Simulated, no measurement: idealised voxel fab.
Module name: voxel air gaps (process module)
Section cut is 235 nm wide and gridded with 5 nm square cells.
Throughout this document, each cross-section is represented as a grid of square cells and is presented as a sequence of bands enumerated from the top downward, where a band comprises one or more rows of cells. It is stipulated that each band's entry specify, in nanometres, the height of the top of the band and then that of its bottom, followed by the materials of the band in left-to-right sequence, each together with its width in nanometres. A single material marked by the word "all across" is understood to fill the band from edge to edge; the word "empty" is understood to denote empty space. The level at which height equals 0 is the one under which the wafer, as it arrives, is entirely one material. No lower edge exists for the bottom band, which continues downward and is notated as in "0 nm and below". Width: "30 to 40" (first number = top row, second number = bottom row, same change from row to row of cells). "left unchanged" (step): cross-section cells unchanged, all of them. In the "Internal closed voids" entry, you get each enclosed empty space of 8 cells or more, one with no open way to the top, written width x height at distance, distance from the left edge, in nm. Past the settings on a step's line: simulator remark, on that step. overlay nm: on a step with a mask, how far right of its planned place the mask lay; negative means left.
[Steps in the process plan]
1 RECEIVE (material Si)
2 CONFORMAL_DEP (material SiO2; thk nm 10)
3 CONFORMAL_DEP (material SiN; thk nm 5)
4 DIRECTIONAL_DEP (material SiO2; thk nm 35)
5 MASKED_ETCH (tone open; mask id LINES; width nm 15; pitch nm 40; etch materials SiO2; depth nm 35; overlay nm 0)
6 CONFORMAL_DEP (material TiN; thk nm 5)
7 FILL_DEP (material Ru; thk nm 5)
8 CMP (height nm 50)
9 EPI (material Ru; thk nm 10)
10 SELECTIVE_ETCH (etch materials SiO2; depth nm 45)
11 CONFORMAL_DEP (material SiCN; thk nm 5)
[First of two wafers, processed according to plan]
[Received-state cross-section, reflecting completion of step 1]
0 nm and below | Si all across
Internal closed voids: none
[Wafer xsec, post step 2]
10 nm to 0 nm | SiO2 all across
For the remainder of the cross-section, below 0, there is no change.
[Wafer xsec, post step 3]
15 nm to 10 nm | SiN all across
For the remainder of the cross-section, below 10, there is no change.
[Wafer xsec, post step 4]
50 nm to 15 nm | SiO2 all across
For the remainder of the cross-section, below 15, there is no change.
[Wafer xsec, post step 5]
50 nm to 15 nm | SiO2: 50  empty: 15  SiO2: 25  empty: 15  SiO2: 25  empty: 15  SiO2: 25  empty: 15  SiO2: 50
For the remainder of the cross-section, below 15, there is no change.
[Wafer xsec, post step 6]
55 nm to 50 nm | TiN: 55  empty: 5  TiN: 35  empty: 5  TiN: 35  empty: 5  TiN: 35  empty: 5  TiN: 55
50 nm to 20 nm | SiO2: 50  TiN: 5  empty: 5  TiN: 5  SiO2: 25  TiN: 5  empty: 5  TiN: 5  SiO2: 25  TiN: 5  empty: 5  TiN: 5  SiO2: 25  TiN: 5  empty: 5  TiN: 5  SiO2: 50
20 nm to 15 nm | SiO2: 50  TiN: 15  SiO2: 25  TiN: 15  SiO2: 25  TiN: 15  SiO2: 25  TiN: 15  SiO2: 50
For the remainder of the cross-section, below 15, there is no change.
[Wafer xsec, post step 7]
60 nm to 55 nm | Ru all across
55 nm to 50 nm | TiN: 55  Ru: 5  TiN: 35  Ru: 5  TiN: 35  Ru: 5  TiN: 35  Ru: 5  TiN: 55
50 nm to 20 nm | SiO2: 50  TiN: 5  Ru: 5  TiN: 5  SiO2: 25  TiN: 5  Ru: 5  TiN: 5  SiO2: 25  TiN: 5  Ru: 5  TiN: 5  SiO2: 25  TiN: 5  Ru: 5  TiN: 5  SiO2: 50
For the remainder of the cross-section, below 20, there is no change.
[Wafer xsec, post step 8]
50 nm to 20 nm | SiO2: 50  TiN: 5  Ru: 5  TiN: 5  SiO2: 25  TiN: 5  Ru: 5  TiN: 5  SiO2: 25  TiN: 5  Ru: 5  TiN: 5  SiO2: 25  TiN: 5  Ru: 5  TiN: 5  SiO2: 50
For the remainder of the cross-section, below 20, there is no change.
[Wafer xsec, post step 9]
60 nm to 50 nm | empty: 40  Ru: 35  empty: 5  Ru: 35  empty: 5  Ru: 35  empty: 5  Ru: 35  empty: 40
For the remainder of the cross-section, below 50, there is no change.
[Wafer xsec, post step 10]
60 nm to 50 nm | empty: 40  Ru: 35  empty: 5  Ru: 35  empty: 5  Ru: 35  empty: 5  Ru: 35  empty: 40
50 nm to 20 nm | empty: 50  TiN: 5  Ru: 5  TiN: 5  empty: 25  TiN: 5  Ru: 5  TiN: 5  empty: 25  TiN: 5  Ru: 5  TiN: 5  empty: 25  TiN: 5  Ru: 5  TiN: 5  empty: 50
20 nm to 15 nm | empty: 50  TiN: 15  empty: 25  TiN: 15  empty: 25  TiN: 15  empty: 25  TiN: 15  empty: 50
For the remainder of the cross-section, below 15, there is no change.
[Wafer xsec, post step 11]
65 nm to 60 nm | empty: 35  SiCN: 165  empty: 35
60 nm to 50 nm | empty: 35  SiCN: 5  Ru: 35  SiCN: 5  Ru: 35  SiCN: 5  Ru: 35  SiCN: 5  Ru: 35  SiCN: 5  empty: 35
50 nm to 45 nm | empty: 35  SiCN: 15  TiN: 5  Ru: 5  TiN: 5  SiCN: 25  TiN: 5  Ru: 5  TiN: 5  SiCN: 25  TiN: 5  Ru: 5  TiN: 5  SiCN: 25  TiN: 5  Ru: 5  TiN: 5  SiCN: 15  empty: 35
45 nm to 20 nm | empty: 45  SiCN: 5  TiN: 5  Ru: 5  TiN: 5  SiCN: 5  empty: 15  SiCN: 5  TiN: 5  Ru: 5  TiN: 5  SiCN: 5  empty: 15  SiCN: 5  TiN: 5  Ru: 5  TiN: 5  SiCN: 5  empty: 15  SiCN: 5  TiN: 5  Ru: 5  TiN: 5  SiCN: 5  empty: 45
20 nm to 15 nm | SiCN: 50  TiN: 15  SiCN: 25  TiN: 15  SiCN: 25  TiN: 15  SiCN: 25  TiN: 15  SiCN: 50
For the remainder of the cross-section, below 15, there is no change.
Internal closed voids: 15 x 25 at 70; 15 x 25 at 110; 15 x 25 at 150
[The second wafer was prepared from the same starting point and under the same plan as the first; its processing contained one mistake, and it remains indistinguishable from the first wafer up to and including step 4]
[Second wafer: cross-section at the scheduled end of step 5]
50 nm to 15 nm | SiO2: 60  empty: 15  SiO2: 25  empty: 15  SiO2: 25  empty: 15  SiO2: 25  empty: 15  SiO2: 40
For the remainder of the cross-section, below 15, there is no change.
[Second wafer: cross-section at the scheduled end of step 6]
55 nm to 50 nm | TiN: 65  empty: 5  TiN: 35  empty: 5  TiN: 35  empty: 5  TiN: 35  empty: 5  TiN: 45
50 nm to 20 nm | SiO2: 60  TiN: 5  empty: 5  TiN: 5  SiO2: 25  TiN: 5  empty: 5  TiN: 5  SiO2: 25  TiN: 5  empty: 5  TiN: 5  SiO2: 25  TiN: 5  empty: 5  TiN: 5  SiO2: 40
20 nm to 15 nm | SiO2: 60  TiN: 15  SiO2: 25  TiN: 15  SiO2: 25  TiN: 15  SiO2: 25  TiN: 15  SiO2: 40
For the remainder of the cross-section, below 15, there is no change.
[Second wafer: cross-section at the scheduled end of step 7]
60 nm to 55 nm | Ru all across
55 nm to 50 nm | TiN: 65  Ru: 5  TiN: 35  Ru: 5  TiN: 35  Ru: 5  TiN: 35  Ru: 5  TiN: 45
50 nm to 20 nm | SiO2: 60  TiN: 5  Ru: 5  TiN: 5  SiO2: 25  TiN: 5  Ru: 5  TiN: 5  SiO2: 25  TiN: 5  Ru: 5  TiN: 5  SiO2: 25  TiN: 5  Ru: 5  TiN: 5  SiO2: 40
For the remainder of the cross-section, below 20, there is no change.
[Second wafer: cross-section at the scheduled end of step 8]
50 nm to 20 nm | SiO2: 60  TiN: 5  Ru: 5  TiN: 5  SiO2: 25  TiN: 5  Ru: 5  TiN: 5  SiO2: 25  TiN: 5  Ru: 5  TiN: 5  SiO2: 25  TiN: 5  Ru: 5  TiN: 5  SiO2: 40
For the remainder of the cross-section, below 20, there is no change.
[Second wafer: cross-section at the scheduled end of step 9]
60 nm to 50 nm | empty: 50  Ru: 35  empty: 5  Ru: 35  empty: 5  Ru: 35  empty: 5  Ru: 35  empty: 30
For the remainder of the cross-section, below 50, there is no change.
[Second wafer: cross-section at the scheduled end of step 10]
60 nm to 50 nm | empty: 50  Ru: 35  empty: 5  Ru: 35  empty: 5  Ru: 35  empty: 5  Ru: 35  empty: 30
50 nm to 20 nm | empty: 60  TiN: 5  Ru: 5  TiN: 5  empty: 25  TiN: 5  Ru: 5  TiN: 5  empty: 25  TiN: 5  Ru: 5  TiN: 5  empty: 25  TiN: 5  Ru: 5  TiN: 5  empty: 40
20 nm to 15 nm | empty: 60  TiN: 15  empty: 25  TiN: 15  empty: 25  TiN: 15  empty: 25  TiN: 15  empty: 40
For the remainder of the cross-section, below 15, there is no change.
[Second wafer: cross-section at the scheduled end of step 11]
65 nm to 60 nm | empty: 45  SiCN: 165  empty: 25
60 nm to 50 nm | empty: 45  SiCN: 5  Ru: 35  SiCN: 5  Ru: 35  SiCN: 5  Ru: 35  SiCN: 5  Ru: 35  SiCN: 5  empty: 25
50 nm to 45 nm | empty: 45  SiCN: 15  TiN: 5  Ru: 5  TiN: 5  SiCN: 25  TiN: 5  Ru: 5  TiN: 5  SiCN: 25  TiN: 5  Ru: 5  TiN: 5  SiCN: 25  TiN: 5  Ru: 5  TiN: 5  SiCN: 15  empty: 25
45 nm to 20 nm | empty: 55  SiCN: 5  TiN: 5  Ru: 5  TiN: 5  SiCN: 5  empty: 15  SiCN: 5  TiN: 5  Ru: 5  TiN: 5  SiCN: 5  empty: 15  SiCN: 5  TiN: 5  Ru: 5  TiN: 5  SiCN: 5  empty: 15  SiCN: 5  TiN: 5  Ru: 5  TiN: 5  SiCN: 5  empty: 35
20 nm to 15 nm | SiCN: 60  TiN: 15  SiCN: 25  TiN: 15  SiCN: 25  TiN: 15  SiCN: 25  TiN: 15  SiCN: 40
For the remainder of the cross-section, below 15, there is no change.
Internal closed voids: 15 x 25 at 80; 15 x 25 at 120; 15 x 25 at 160
Run error: in deviation from the planned setting, step 5 was conducted as MASKED_ETCH (tone open; mask id LINES; width nm 15; pitch nm 40; etch materials SiO2; depth nm 35; overlay nm 10)
Cell counts per material: same on both final wafers. Positions: different.
